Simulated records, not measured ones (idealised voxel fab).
Process module name: voxel self aligned contacts
For reference, the cross-section in this document is cut, with width 230 nm and square cells of 5 nm.
A cross-section in this document is a grid of square cells, and it is written down as bands, the top band listed before the ones below it; a band is made up of one or more rows of cells. Per band: top height and bottom height in nm, followed by the left-to-right materials and their widths in nm; "edge to edge" marks a single material spanning edge to edge, "blank" marks empty space. Where do heights start? At 0: under that level the wafer as delivered is made of one material only. And the lowest band has no floor; it just carries on downward, as in "0 and below". Width "30..40": first value at the band's top row of cells, second value at its bottom row, equal change from row to row. What does "stayed the same" mean for a step? It means no cell of the cross-section changed in that step. In "Enclosed voids" the enclosed voids are listed, meaning empty spaces of 8 cells or larger without any opening to the top. The form is width x height at distance, distance from the left edge, units nm. That trailing text on a step's line, after the settings, is the simulator's own remark on the step. overlay nm: where the mask lay relative to plan, measured to the right, on steps with a mask; negatives go left. Note on reading: below, each pair holds a cross-section from before one process step and one from after it; the one from after shows only down to the lowest band that changed. Beneath the pair, the step in between is stated along with its settings. The pairs can stem from different runs of this module on the same starting wafer. Where a pair's entry headed "Ahead of processing" says so, and only there, that pair continues from the pair above it.

**Ahead of processing**
0 and below: Si edge to edge
Enclosed voids: none

**Post-Process View**
5 down to 0: SiO2 edge to edge
Whatever lies below 0 is exactly as it was before.
Enclosed voids: none
Step linking the sections shown: op CONFORMAL_DEP | material SiO2 | thk nm 5

Ahead of processing: refer to the pair immediately above; the cross-section shown after its step is the state before this one.

**Post-Process View**
30 down to 5: polySi edge to edge
Whatever lies below 5 is exactly as it was before.
Enclosed voids: none
Step linking the sections shown: op DIRECTIONAL_DEP | material polySi | thk nm 25

Ahead of processing: refer to the pair immediately above; the cross-section shown after its step is the state before this one.

**Post-Process View**
50 down to 30: SiN edge to edge
Whatever lies below 30 is exactly as it was before.
Enclosed voids: none
Step linking the sections shown: op DIRECTIONAL_DEP | material SiN | thk nm 20

Ahead of processing: refer to the pair immediately above; the cross-section shown after its step is the state before this one.

**Post-Process View**
65 down to 50: aC edge to edge
Whatever lies below 50 is exactly as it was before.
Enclosed voids: none
Step linking the sections shown: op DIRECTIONAL_DEP | material aC | thk nm 15

Ahead of processing: refer to the pair immediately above; the cross-section shown after its step is the state before this one.

**Post-Process View**
95 down to 65: blank 70 nm  resist 30 nm  blank 25 nm  resist 30 nm  blank 75 nm
Whatever lies below 65 is exactly as it was before.
Enclosed voids: none
Step linking the sections shown: op PATTERN | tone cover | mask id GATE | material resist | width nm 30 | pitch nm 55 | thk nm 30 | overlay nm 0

Ahead of processing: refer to the pair immediately above; the cross-section shown after its step is the state before this one.

**Post-Process View**
80 down to 65: blank 70 nm  resist 30 nm  blank 25 nm  resist 30 nm  blank 75 nm
65 down to 50: blank 70 nm  aC 30 nm  blank 25 nm  aC 30 nm  blank 75 nm
Whatever lies below 50 is exactly as it was before.
Enclosed voids: none
Step linking the sections shown: op DIRECTIONAL_ETCH | etch materials aC | depth nm 15

Ahead of processing: refer to the pair immediately above; the cross-section shown after its step is the state before this one.

**Post-Process View**
65 down to 50: blank 70 nm  aC 30 nm  blank 25 nm  aC 30 nm  blank 75 nm
Whatever lies below 50 is exactly as it was before.
Enclosed voids: none
Step linking the sections shown: op STRIP | etch materials resist

Ahead of processing: refer to the pair immediately above; the cross-section shown after its step is the state before this one.

**Post-Process View**
65 down to 50: blank 70 nm  aC 30 nm  blank 25 nm  aC 30 nm  blank 75 nm
50 down to 30: blank 70 nm  SiN 30 nm  blank 25 nm  SiN 30 nm  blank 75 nm
Whatever lies below 30 is exactly as it was before.
Enclosed voids: none
Step linking the sections shown: op DIRECTIONAL_ETCH | etch materials SiN | depth nm 20

Ahead of processing: refer to the pair immediately above; the cross-section shown after its step is the state before this one.

**Post-Process View**
65 down to 50: blank 70 nm  aC 30 nm  blank 25 nm  aC 30 nm  blank 75 nm
50 down to 30: blank 70 nm  SiN 30 nm  blank 25 nm  SiN 30 nm  blank 75 nm
30 down to 5: blank 70 nm  polySi 30 nm  blank 25 nm  polySi 30 nm  blank 75 nm
Whatever lies below 5 is exactly as it was before.
Enclosed voids: none
Step linking the sections shown: op DIRECTIONAL_ETCH | etch materials polySi | depth nm 25

Ahead of processing: refer to the pair immediately above; the cross-section shown after its step is the state before this one.

**Post-Process View**
50 down to 30: blank 70 nm  SiN 30 nm  blank 25 nm  SiN 30 nm  blank 75 nm
Whatever lies below 30 is exactly as it was before.
Enclosed voids: none
Step linking the sections shown: op STRIP | etch materials aC

Ahead of processing: refer to the pair immediately above; the cross-section shown after its step is the state before this one.

**Post-Process View**
55 down to 30: blank 65 nm  SiN 40 nm  blank 15 nm  SiN 40 nm  blank 70 nm
30 down to 10: blank 65 nm  SiN 5 nm  polySi 30 nm  SiN 5 nm  blank 15 nm  SiN 5 nm  polySi 30 nm  SiN 5 nm  blank 70 nm
10 down to 5: SiN 70 nm  polySi 30 nm  SiN 25 nm  polySi 30 nm  SiN 75 nm
Whatever lies below 5 is exactly as it was before.
Enclosed voids: none
Step linking the sections shown: op CONFORMAL_DEP | material SiN | thk nm 5

Ahead of processing: refer to the pair immediately above; the cross-section shown after its step is the state before this one.

**Post-Process View**
50 down to 30: blank 65 nm  SiN 40 nm  blank 15 nm  SiN 40 nm  blank 70 nm
30 down to 5: blank 65 nm  SiN 5 nm  polySi 30 nm  SiN 5 nm  blank 15 nm  SiN 5 nm  polySi 30 nm  SiN 5 nm  blank 70 nm
Whatever lies below 5 is exactly as it was before.
Enclosed voids: none
Step linking the sections shown: op DIRECTIONAL_ETCH | etch materials SiN | depth nm 5

Ahead of processing: refer to the pair immediately above; the cross-section shown after its step is the state before this one.

**Post-Process View**
65 down to 50: SiO2 edge to edge
50 down to 30: SiO2 65 nm  SiN 40 nm  SiO2 15 nm  SiN 40 nm  SiO2 70 nm
30 down to 5: SiO2 65 nm  SiN 5 nm  polySi 30 nm  SiN 5 nm  SiO2 15 nm  SiN 5 nm  polySi 30 nm  SiN 5 nm  SiO2 70 nm
Whatever lies below 5 is exactly as it was before.
Enclosed voids: none
Step linking the sections shown: op FILL_DEP | material SiO2 | thk nm 15

Ahead of processing: refer to the pair immediately above; the cross-section shown after its step is the state before this one.

**Post-Process View**
60 down to 50: SiO2 edge to edge
Whatever lies below 50 is exactly as it was before.
Enclosed voids: none
Step linking the sections shown: op CMP | height nm 60

Ahead of processing: refer to the pair immediately above; the cross-section shown after its step is the state before this one.

**Post-Process View**
75 down to 60: aC edge to edge
Whatever lies below 60 is exactly as it was before.
Enclosed voids: none
Step linking the sections shown: op DIRECTIONAL_DEP | material aC | thk nm 15

Ahead of processing: refer to the pair immediately above; the cross-section shown after its step is the state before this one.

**Post-Process View**
110 down to 75: resist 95 nm  blank 35 nm  resist 100 nm
Whatever lies below 75 is exactly as it was before.
Enclosed voids: none
Step linking the sections shown: op PATTERN | tone open | mask id CONTACT | material resist | width nm 35 | thk nm 35 | overlay nm 0

Ahead of processing: refer to the pair immediately above; the cross-section shown after its step is the state before this one.

**Post-Process View**
95 down to 75: resist 95 nm  blank 35 nm  resist 100 nm
75 down to 60: aC 95 nm  blank 35 nm  aC 100 nm
Whatever lies below 60 is exactly as it was before.
Enclosed voids: none
Step linking the sections shown: op DIRECTIONAL_ETCH | etch materials aC | depth nm 15

Ahead of processing: refer to the pair immediately above; the cross-section shown after its step is the state before this one.

**Post-Process View**
75 down to 60: aC 95 nm  blank 35 nm  aC 100 nm
Whatever lies below 60 is exactly as it was before.
Enclosed voids: none
Step linking the sections shown: op STRIP | etch materials resist

Ahead of processing: refer to the pair immediately above; the cross-section shown after its step is the state before this one.

**Post-Process View**
75 down to 60: aC 95 nm  blank 35 nm  aC 100 nm
60 down to 50: SiO2 95 nm  blank 35 nm  SiO2 100 nm
50 down to 30: SiO2 65 nm  SiN 40 nm  blank 15 nm  SiN 40 nm  SiO2 70 nm
30 down to 5: SiO2 65 nm  SiN 5 nm  polySi 30 nm  SiN 5 nm  blank 15 nm  SiN 5 nm  polySi 30 nm  SiN 5 nm  SiO2 70 nm
5 down to 0: SiO2 105 nm  blank 15 nm  SiO2 110 nm
Whatever lies below 0 is exactly as it was before.
Enclosed voids: none
Step linking the sections shown: op DIRECTIONAL_ETCH | etch materials SiO2 | depth nm 60

Ahead of processing: refer to the pair immediately above; the cross-section shown after its step is the state before this one.

**Post-Process View**
60 down to 50: SiO2 95 nm  blank 35 nm  SiO2 100 nm
Whatever lies below 50 is exactly as it was before.
Enclosed voids: none
Step linking the sections shown: op STRIP | etch materials aC

Ahead of processing: refer to the pair immediately above; the cross-section shown after its step is the state before this one.

**Post-Process View**
65 down to 60: TiN 100 nm  blank 25 nm  TiN 105 nm
60 down to 50: SiO2 95 nm  TiN 5..15 nm  blank 25..5 nm  TiN 5..15 nm  SiO2 100 nm
50 down to 30: SiO2 65 nm  SiN 40 nm  TiN 5 nm  blank 5 nm  TiN 5 nm  SiN 40 nm  SiO2 70 nm
30 down to 5: SiO2 65 nm  SiN 5 nm  polySi 30 nm  SiN 5 nm  TiN 5 nm  blank 5 nm  TiN 5 nm  SiN 5 nm  polySi 30 nm  SiN 5 nm  SiO2 70 nm
5 down to 0: SiO2 105 nm  TiN 15 nm  SiO2 110 nm
Whatever lies below 0 is exactly as it was before.
Enclosed voids: none
Step linking the sections shown: op CONFORMAL_DEP | material TiN | thk nm 5

Ahead of processing: refer to the pair immediately above; the cross-section shown after its step is the state before this one.

**Post-Process View**
70 down to 65: W edge to edge
65 down to 60: TiN 100 nm  W 25 nm  TiN 105 nm
60 down to 50: SiO2 95 nm  TiN 5..15 nm  W 25..5 nm  TiN 5..15 nm  SiO2 100 nm
50 down to 30: SiO2 65 nm  SiN 40 nm  TiN 5 nm  W 5 nm  TiN 5 nm  SiN 40 nm  SiO2 70 nm
30 down to 5: SiO2 65 nm  SiN 5 nm  polySi 30 nm  SiN 5 nm  TiN 5 nm  W 5 nm  TiN 5 nm  SiN 5 nm  polySi 30 nm  SiN 5 nm  SiO2 70 nm
Whatever lies below 5 is exactly as it was before.
Enclosed voids: none
Step linking the sections shown: op FILL_DEP | material W | thk nm 5

Ahead of processing: refer to the pair immediately above; the cross-section shown after its step is the state before this one.

**Post-Process View**
60 down to 50: SiO2 95 nm  TiN 5..15 nm  W 25..5 nm  TiN 5..15 nm  SiO2 100 nm
Whatever lies below 50 is exactly as it was before.
Enclosed voids: none
Step linking the sections shown: op CMP | height nm 60

Ahead of processing: refer to the pair immediately above; the cross-section shown after its step is the state before this one.

**Post-Process View**
65 down to 60: SiN edge to edge
Whatever lies below 60 is exactly as it was before.
Enclosed voids: none
Step linking the sections shown: op CONFORMAL_DEP | material SiN | thk nm 5

**Ahead of processing**
50 down to 30: blank 70 nm  SiN 30 nm  blank 25 nm  SiN 30 nm  blank 75 nm
30 down to 5: blank 70 nm  polySi 30 nm  blank 25 nm  polySi 30 nm  blank 75 nm
5 down to 0: SiO2 edge to edge
0 and below: Si edge to edge
Enclosed voids: none

**Post-Process View**
45 down to 30: blank 70 nm  SiN 30 nm  blank 25 nm  SiN 30 nm  blank 75 nm
Whatever lies below 30 is exactly as it was before.
Enclosed voids: none
Step linking the sections shown: op DIRECTIONAL_ETCH | etch materials SiN | depth nm 5

Ahead of processing: refer to the pair immediately above; the cross-section shown after its step is the state before this one.

**Post-Process View**
60 down to 45: SiO2 edge to edge
45 down to 30: SiO2 70 nm  SiN 30 nm  SiO2 25 nm  SiN 30 nm  SiO2 75 nm
30 down to 5: SiO2 70 nm  polySi 30 nm  SiO2 25 nm  polySi 30 nm  SiO2 75 nm
Whatever lies below 5 is exactly as it was before.
Enclosed voids: none
Step linking the sections shown: op FILL_DEP | material SiO2 | thk nm 15

Ahead of processing: refer to the pair immediately above; the cross-section shown after its step is the state before this one.

**Post-Process View**
75 down to 60: aC edge to edge
Whatever lies below 60 is exactly as it was before.
Enclosed voids: none
Step linking the sections shown: op DIRECTIONAL_DEP | material aC | thk nm 15

Ahead of processing: refer to the pair immediately above; the cross-section shown after its step is the state before this one.

**Post-Process View**
110 down to 75: resist 95 nm  blank 35 nm  resist 100 nm
Whatever lies below 75 is exactly as it was before.
Enclosed voids: none
Step linking the sections shown: op PATTERN | tone open | mask id CONTACT | material resist | width nm 35 | thk nm 35 | overlay nm 0

Ahead of processing: refer to the pair immediately above; the cross-section shown after its step is the state before this one.

**Post-Process View**
95 down to 75: resist 95 nm  blank 35 nm  resist 100 nm
75 down to 60: aC 95 nm  blank 35 nm  aC 100 nm
Whatever lies below 60 is exactly as it was before.
Enclosed voids: none
Step linking the sections shown: op DIRECTIONAL_ETCH | etch materials aC | depth nm 15

Ahead of processing: refer to the pair immediately above; the cross-section shown after its step is the state before this one.

**Post-Process View**
75 down to 60: aC 95 nm  blank 35 nm  aC 100 nm
Whatever lies below 60 is exactly as it was before.
Enclosed voids: none
Step linking the sections shown: op STRIP | etch materials resist

Ahead of processing: refer to the pair immediately above; the cross-section shown after its step is the state before this one.

**Post-Process View**
75 down to 60: aC 95 nm  blank 35 nm  aC 100 nm
60 down to 45: SiO2 95 nm  blank 35 nm  SiO2 100 nm
45 down to 30: SiO2 70 nm  SiN 30 nm  blank 25 nm  SiN 30 nm  SiO2 75 nm
30 down to 5: SiO2 70 nm  polySi 30 nm  blank 25 nm  polySi 30 nm  SiO2 75 nm
5 down to 0: SiO2 100 nm  blank 25 nm  SiO2 105 nm
Whatever lies below 0 is exactly as it was before.
Enclosed voids: none
Step linking the sections shown: op DIRECTIONAL_ETCH | etch materials SiO2 | depth nm 60

Ahead of processing: refer to the pair immediately above; the cross-section shown after its step is the state before this one.

**Post-Process View**
60 down to 45: SiO2 95 nm  blank 35 nm  SiO2 100 nm
Whatever lies below 45 is exactly as it was before.
Enclosed voids: none
Step linking the sections shown: op STRIP | etch materials aC

Ahead of processing: refer to the pair immediately above; the cross-section shown after its step is the state before this one.

**Post-Process View**
65 down to 60: TiN 100 nm  blank 25 nm  TiN 105 nm
60 down to 50: SiO2 95 nm  TiN 5 nm  blank 25 nm  TiN 5 nm  SiO2 100 nm
50 down to 45: SiO2 95 nm  TiN 10 nm  blank 15 nm  TiN 10 nm  SiO2 100 nm
45 down to 30: SiO2 70 nm  SiN 30 nm  TiN 5 nm  blank 15 nm  TiN 5 nm  SiN 30 nm  SiO2 75 nm
30 down to 5: SiO2 70 nm  polySi 30 nm  TiN 5 nm  blank 15 nm  TiN 5 nm  polySi 30 nm  SiO2 75 nm
5 down to 0: SiO2 100 nm  TiN 25 nm  SiO2 105 nm
Whatever lies below 0 is exactly as it was before.
Enclosed voids: none
Step linking the sections shown: op CONFORMAL_DEP | material TiN | thk nm 5

Ahead of processing: refer to the pair immediately above; the cross-section shown after its step is the state before this one.

**Post-Process View**
70 down to 65: W edge to edge
65 down to 60: TiN 100 nm  W 25 nm  TiN 105 nm
60 down to 50: SiO2 95 nm  TiN 5 nm  W 25 nm  TiN 5 nm  SiO2 100 nm
50 down to 45: SiO2 95 nm  TiN 10 nm  W 15 nm  TiN 10 nm  SiO2 100 nm
45 down to 30: SiO2 70 nm  SiN 30 nm  TiN 5 nm  W 15 nm  TiN 5 nm  SiN 30 nm  SiO2 75 nm
30 down to 5: SiO2 70 nm  polySi 30 nm  TiN 5 nm  W 15 nm  TiN 5 nm  polySi 30 nm  SiO2 75 nm
Whatever lies below 5 is exactly as it was before.
Enclosed voids: none
Step linking the sections shown: op FILL_DEP | material W | thk nm 5

Ahead of processing: refer to the pair immediately above; the cross-section shown after its step is the state before this one.

**Post-Process View**
60 down to 50: SiO2 95 nm  TiN 5 nm  W 25 nm  TiN 5 nm  SiO2 100 nm
Whatever lies below 50 is exactly as it was before.
Enclosed voids: none
Step linking the sections shown: op CMP | height nm 60

Ahead of processing: refer to the pair immediately above; the cross-section shown after its step is the state before this one.

**Post-Process View**
65 down to 60: SiN edge to edge
Whatever lies below 60 is exactly as it was before.
Enclosed voids: none
Step linking the sections shown: op CONFORMAL_DEP | material SiN | thk nm 5

**Ahead of processing**
50 down to 30: SiN edge to edge
30 down to 5: polySi edge to edge
5 down to 0: SiO2 edge to edge
0 and below: Si edge to edge
Enclosed voids: none

**Post-Process View**
70 down to 30: SiN edge to edge
Whatever lies below 30 is exactly as it was before.
Enclosed voids: none
Step linking the sections shown: op DIRECTIONAL_DEP | material SiN | thk nm 20

Ahead of processing: refer to the pair immediately above; the cross-section shown after its step is the state before this one.

**Post-Process View**
85 down to 70: aC edge to edge
Whatever lies below 70 is exactly as it was before.
Enclosed voids: none
Step linking the sections shown: op DIRECTIONAL_DEP | material aC | thk nm 15

Ahead of processing: refer to the pair immediately above; the cross-section shown after its step is the state before this one.

**Post-Process View**
115 down to 85: blank 70 nm  resist 30 nm  blank 25 nm  resist 30 nm  blank 75 nm
Whatever lies below 85 is exactly as it was before.
Enclosed voids: none
Step linking the sections shown: op PATTERN | tone cover | mask id GATE | material resist | width nm 30 | pitch nm 55 | thk nm 30 | overlay nm 0

Ahead of processing: refer to the pair immediately above; the cross-section shown after its step is the state before this one.

**Post-Process View**
100 down to 85: blank 70 nm  resist 30 nm  blank 25 nm  resist 30 nm  blank 75 nm
85 down to 70: blank 70 nm  aC 30 nm  blank 25 nm  aC 30 nm  blank 75 nm
Whatever lies below 70 is exactly as it was before.
Enclosed voids: none
Step linking the sections shown: op DIRECTIONAL_ETCH | etch materials aC | depth nm 15

Ahead of processing: refer to the pair immediately above; the cross-section shown after its step is the state before this one.

**Post-Process View**
85 down to 70: blank 70 nm  aC 30 nm  blank 25 nm  aC 30 nm  blank 75 nm
Whatever lies below 70 is exactly as it was before.
Enclosed voids: none
Step linking the sections shown: op STRIP | etch materials resist

Ahead of processing: refer to the pair immediately above; the cross-section shown after its step is the state before this one.

**Post-Process View**
85 down to 70: blank 70 nm  aC 30 nm  blank 25 nm  aC 30 nm  blank 75 nm
70 down to 50: blank 70 nm  SiN 30 nm  blank 25 nm  SiN 30 nm  blank 75 nm
Whatever lies below 50 is exactly as it was before.
Enclosed voids: none
Step linking the sections shown: op DIRECTIONAL_ETCH | etch materials SiN | depth nm 20

Ahead of processing: refer to the pair immediately above; the cross-section shown after its step is the state before this one.

**Post-Process View**
70 down to 50: blank 70 nm  SiN 30 nm  blank 25 nm  SiN 30 nm  blank 75 nm
Whatever lies below 50 is exactly as it was before.
Enclosed voids: none
Step linking the sections shown: op STRIP | etch materials aC

Ahead of processing: refer to the pair immediately above; the cross-section shown after its step is the state before this one.

**Post-Process View**
75 down to 55: blank 65 nm  SiN 40 nm  blank 15 nm  SiN 40 nm  blank 70 nm
55 down to 30: SiN edge to edge
Whatever lies below 30 is exactly as it was before.
Enclosed voids: none
Step linking the sections shown: op CONFORMAL_DEP | material SiN | thk nm 5

Ahead of processing: refer to the pair immediately above; the cross-section shown after its step is the state before this one.

**Post-Process View**
70 down to 50: blank 65 nm  SiN 40 nm  blank 15 nm  SiN 40 nm  blank 70 nm
Whatever lies below 50 is exactly as it was before.
Enclosed voids: none
Step linking the sections shown: op DIRECTIONAL_ETCH | etch materials SiN | depth nm 5

Ahead of processing: refer to the pair immediately above; the cross-section shown after its step is the state before this one.

**Post-Process View**
85 down to 70: SiO2 edge to edge
70 down to 50: SiO2 65 nm  SiN 40 nm  SiO2 15 nm  SiN 40 nm  SiO2 70 nm
Whatever lies below 50 is exactly as it was before.
Enclosed voids: none
Step linking the sections shown: op FILL_DEP | material SiO2 | thk nm 15

Ahead of processing: refer to the pair immediately above; the cross-section shown after its step is the state before this one.

**Post-Process View**
60 down to 50: SiO2 65 nm  SiN 40 nm  SiO2 15 nm  SiN 40 nm  SiO2 70 nm
Whatever lies below 50 is exactly as it was before.
Enclosed voids: none
Step linking the sections shown: op CMP | height nm 60

Ahead of processing: refer to the pair immediately above; the cross-section shown after its step is the state before this one.

**Post-Process View**
75 down to 60: aC edge to edge
Whatever lies below 60 is exactly as it was before.
Enclosed voids: none
Step linking the sections shown: op DIRECTIONAL_DEP | material aC | thk nm 15

Ahead of processing: refer to the pair immediately above; the cross-section shown after its step is the state before this one.

**Post-Process View**
110 down to 75: resist 95 nm  blank 35 nm  resist 100 nm
Whatever lies below 75 is exactly as it was before.
Enclosed voids: none
Step linking the sections shown: op PATTERN | tone open | mask id CONTACT | material resist | width nm 35 | thk nm 35 | overlay nm 0

Ahead of processing: refer to the pair immediately above; the cross-section shown after its step is the state before this one.

**Post-Process View**
95 down to 75: resist 95 nm  blank 35 nm  resist 100 nm
75 down to 60: aC 95 nm  blank 35 nm  aC 100 nm
Whatever lies below 60 is exactly as it was before.
Enclosed voids: none
Step linking the sections shown: op DIRECTIONAL_ETCH | etch materials aC | depth nm 15

Ahead of processing: refer to the pair immediately above; the cross-section shown after its step is the state before this one.

**Post-Process View**
75 down to 60: aC 95 nm  blank 35 nm  aC 100 nm
Whatever lies below 60 is exactly as it was before.
Enclosed voids: none
Step linking the sections shown: op STRIP | etch materials resist

Ahead of processing: refer to the pair immediately above; the cross-section shown after its step is the state before this one.

**Post-Process View**
75 down to 60: aC 95 nm  blank 35 nm  aC 100 nm
60 down to 50: SiO2 65 nm  SiN 40 nm  blank 15 nm  SiN 40 nm  SiO2 70 nm
Whatever lies below 50 is exactly as it was before.
Enclosed voids: none
Step linking the sections shown: op DIRECTIONAL_ETCH | etch materials SiO2 | depth nm 60

Ahead of processing: refer to the pair immediately above; the cross-section shown after its step is the state before this one.

**Post-Process View**
60 down to 50: SiO2 65 nm  SiN 40 nm  blank 15 nm  SiN 40 nm  SiO2 70 nm
Whatever lies below 50 is exactly as it was before.
Enclosed voids: none
Step linking the sections shown: op STRIP | etch materials aC

Ahead of processing: refer to the pair immediately above; the cross-section shown after its step is the state before this one.

**Post-Process View**
65 down to 60: TiN 110 nm  blank 5 nm  TiN 115 nm
60 down to 55: SiO2 65 nm  SiN 40 nm  TiN 5 nm  blank 5 nm  TiN 5 nm  SiN 40 nm  SiO2 70 nm
55 down to 50: SiO2 65 nm  SiN 40 nm  TiN 15 nm  SiN 40 nm  SiO2 70 nm
Whatever lies below 50 is exactly as it was before.
Enclosed voids: none
Step linking the sections shown: op CONFORMAL_DEP | material TiN | thk nm 5

Ahead of processing: refer to the pair immediately above; the cross-section shown after its step is the state before this one.

**Post-Process View**
70 down to 65: W edge to edge
65 down to 60: TiN 110 nm  W 5 nm  TiN 115 nm
60 down to 55: SiO2 65 nm  SiN 40 nm  TiN 5 nm  W 5 nm  TiN 5 nm  SiN 40 nm  SiO2 70 nm
Whatever lies below 55 is exactly as it was before.
Enclosed voids: none
Step linking the sections shown: op FILL_DEP | material W | thk nm 5

Ahead of processing: refer to the pair immediately above; the cross-section shown after its step is the state before this one.

**Post-Process View**
60 down to 55: SiO2 65 nm  SiN 40 nm  TiN 5 nm  W 5 nm  TiN 5 nm  SiN 40 nm  SiO2 70 nm
Whatever lies below 55 is exactly as it was before.
Enclosed voids: none
Step linking the sections shown: op CMP | height nm 60

Ahead of processing: refer to the pair immediately above; the cross-section shown after its step is the state before this one.

**Post-Process View**
65 down to 60: SiN edge to edge
Whatever lies below 60 is exactly as it was before.
Enclosed voids: none
Step linking the sections shown: op CONFORMAL_DEP | material SiN | thk nm 5

**Ahead of processing**
0 and below: Si edge to edge
Enclosed voids: none

**Post-Process View**
25 down to 0: polySi edge to edge
Whatever lies below 0 is exactly as it was before.
Enclosed voids: none
Step linking the sections shown: op DIRECTIONAL_DEP | material polySi | thk nm 25

Ahead of processing: refer to the pair immediately above; the cross-section shown after its step is the state before this one.

**Post-Process View**
30 down to 25: SiO2 edge to edge
Whatever lies below 25 is exactly as it was before.
Enclosed voids: none
Step linking the sections shown: op CONFORMAL_DEP | material SiO2 | thk nm 5

Ahead of processing: refer to the pair immediately above; the cross-section shown after its step is the state before this one.

**Post-Process View**
50 down to 30: SiN edge to edge
Whatever lies below 30 is exactly as it was before.
Enclosed voids: none
Step linking the sections shown: op DIRECTIONAL_DEP | material SiN | thk nm 20

Ahead of processing: refer to the pair immediately above; the cross-section shown after its step is the state before this one.

**Post-Process View**
65 down to 50: aC edge to edge
Whatever lies below 50 is exactly as it was before.
Enclosed voids: none
Step linking the sections shown: op DIRECTIONAL_DEP | material aC | thk nm 15

Ahead of processing: refer to the pair immediately above; the cross-section shown after its step is the state before this one.

**Post-Process View**
95 down to 65: blank 70 nm  resist 30 nm  blank 25 nm  resist 30 nm  blank 75 nm
Whatever lies below 65 is exactly as it was before.
Enclosed voids: none
Step linking the sections shown: op PATTERN | tone cover | mask id GATE | material resist | width nm 30 | pitch nm 55 | thk nm 30 | overlay nm 0

Ahead of processing: refer to the pair immediately above; the cross-section shown after its step is the state before this one.

**Post-Process View**
80 down to 65: blank 70 nm  resist 30 nm  blank 25 nm  resist 30 nm  blank 75 nm
65 down to 50: blank 70 nm  aC 30 nm  blank 25 nm  aC 30 nm  blank 75 nm
Whatever lies below 50 is exactly as it was before.
Enclosed voids: none
Step linking the sections shown: op DIRECTIONAL_ETCH | etch materials aC | depth nm 15

Ahead of processing: refer to the pair immediately above; the cross-section shown after its step is the state before this one.

**Post-Process View**
65 down to 50: blank 70 nm  aC 30 nm  blank 25 nm  aC 30 nm  blank 75 nm
Whatever lies below 50 is exactly as it was before.
Enclosed voids: none
Step linking the sections shown: op STRIP | etch materials resist

Ahead of processing: refer to the pair immediately above; the cross-section shown after its step is the state before this one.

**Post-Process View**
65 down to 50: blank 70 nm  aC 30 nm  blank 25 nm  aC 30 nm  blank 75 nm
50 down to 30: blank 70 nm  SiN 30 nm  blank 25 nm  SiN 30 nm  blank 75 nm
Whatever lies below 30 is exactly as it was before.
Enclosed voids: none
Step linking the sections shown: op DIRECTIONAL_ETCH | etch materials SiN | depth nm 20

Ahead of processing: refer to the pair immediately above; the cross-section shown after its step is the state before this one.

**Post-Process View**
50 down to 30: blank 70 nm  SiN 30 nm  blank 25 nm  SiN 30 nm  blank 75 nm
Whatever lies below 30 is exactly as it was before.
Enclosed voids: none
Step linking the sections shown: op STRIP | etch materials aC

Ahead of processing: refer to the pair immediately above; the cross-section shown after its step is the state before this one.

**Post-Process View**
55 down to 35: blank 65 nm  SiN 40 nm  blank 15 nm  SiN 40 nm  blank 70 nm
35 down to 30: SiN edge to edge
Whatever lies below 30 is exactly as it was before.
Enclosed voids: none
Step linking the sections shown: op CONFORMAL_DEP | material SiN | thk nm 5

Ahead of processing: refer to the pair immediately above; the cross-section shown after its step is the state before this one.

**Post-Process View**
50 down to 30: blank 65 nm  SiN 40 nm  blank 15 nm  SiN 40 nm  blank 70 nm
Whatever lies below 30 is exactly as it was before.
Enclosed voids: none
Step linking the sections shown: op DIRECTIONAL_ETCH | etch materials SiN | depth nm 5

Ahead of processing: refer to the pair immediately above; the cross-section shown after its step is the state before this one.

**Post-Process View**
65 down to 50: SiO2 edge to edge
50 down to 30: SiO2 65 nm  SiN 40 nm  SiO2 15 nm  SiN 40 nm  SiO2 70 nm
Whatever lies below 30 is exactly as it was before.
Enclosed voids: none
Step linking the sections shown: op FILL_DEP | material SiO2 | thk nm 15

Ahead of processing: refer to the pair immediately above; the cross-section shown after its step is the state before this one.

**Post-Process View**
60 down to 50: SiO2 edge to edge
Whatever lies below 50 is exactly as it was before.
Enclosed voids: none
Step linking the sections shown: op CMP | height nm 60

Ahead of processing: refer to the pair immediately above; the cross-section shown after its step is the state before this one.

**Post-Process View**
75 down to 60: aC edge to edge
Whatever lies below 60 is exactly as it was before.
Enclosed voids: none
Step linking the sections shown: op DIRECTIONAL_DEP | material aC | thk nm 15

Ahead of processing: refer to the pair immediately above; the cross-section shown after its step is the state before this one.

**Post-Process View**
110 down to 75: resist 95 nm  blank 35 nm  resist 100 nm
Whatever lies below 75 is exactly as it was before.
Enclosed voids: none
Step linking the sections shown: op PATTERN | tone open | mask id CONTACT | material resist | width nm 35 | thk nm 35 | overlay nm 0

Ahead of processing: refer to the pair immediately above; the cross-section shown after its step is the state before this one.

**Post-Process View**
95 down to 75: resist 95 nm  blank 35 nm  resist 100 nm
75 down to 60: aC 95 nm  blank 35 nm  aC 100 nm
Whatever lies below 60 is exactly as it was before.
Enclosed voids: none
Step linking the sections shown: op DIRECTIONAL_ETCH | etch materials aC | depth nm 15

Ahead of processing: refer to the pair immediately above; the cross-section shown after its step is the state before this one.

**Post-Process View**
75 down to 60: aC 95 nm  blank 35 nm  aC 100 nm
Whatever lies below 60 is exactly as it was before.
Enclosed voids: none
Step linking the sections shown: op STRIP | etch materials resist

Ahead of processing: refer to the pair immediately above; the cross-section shown after its step is the state before this one.

**Post-Process View**
75 down to 60: aC 95 nm  blank 35 nm  aC 100 nm
60 down to 50: SiO2 95 nm  blank 35 nm  SiO2 100 nm
50 down to 30: SiO2 65 nm  SiN 40 nm  blank 15 nm  SiN 40 nm  SiO2 70 nm
30 down to 25: SiO2 105 nm  blank 15 nm  SiO2 110 nm
Whatever lies below 25 is exactly as it was before.
Enclosed voids: none
Step linking the sections shown: op DIRECTIONAL_ETCH | etch materials SiO2 | depth nm 60

Ahead of processing: refer to the pair immediately above; the cross-section shown after its step is the state before this one.

**Post-Process View**
60 down to 50: SiO2 95 nm  blank 35 nm  SiO2 100 nm
Whatever lies below 50 is exactly as it was before.
Enclosed voids: none
Step linking the sections shown: op STRIP | etch materials aC

Ahead of processing: refer to the pair immediately above; the cross-section shown after its step is the state before this one.

**Post-Process View**
65 down to 60: TiN 100 nm  blank 25 nm  TiN 105 nm
60 down to 50: SiO2 95 nm  TiN 5..15 nm  blank 25..5 nm  TiN 5..15 nm  SiO2 100 nm
50 down to 30: SiO2 65 nm  SiN 40 nm  TiN 5 nm  blank 5 nm  TiN 5 nm  SiN 40 nm  SiO2 70 nm
30 down to 25: SiO2 105 nm  TiN 15 nm  SiO2 110 nm
Whatever lies below 25 is exactly as it was before.
Enclosed voids: none
Step linking the sections shown: op CONFORMAL_DEP | material TiN | thk nm 5
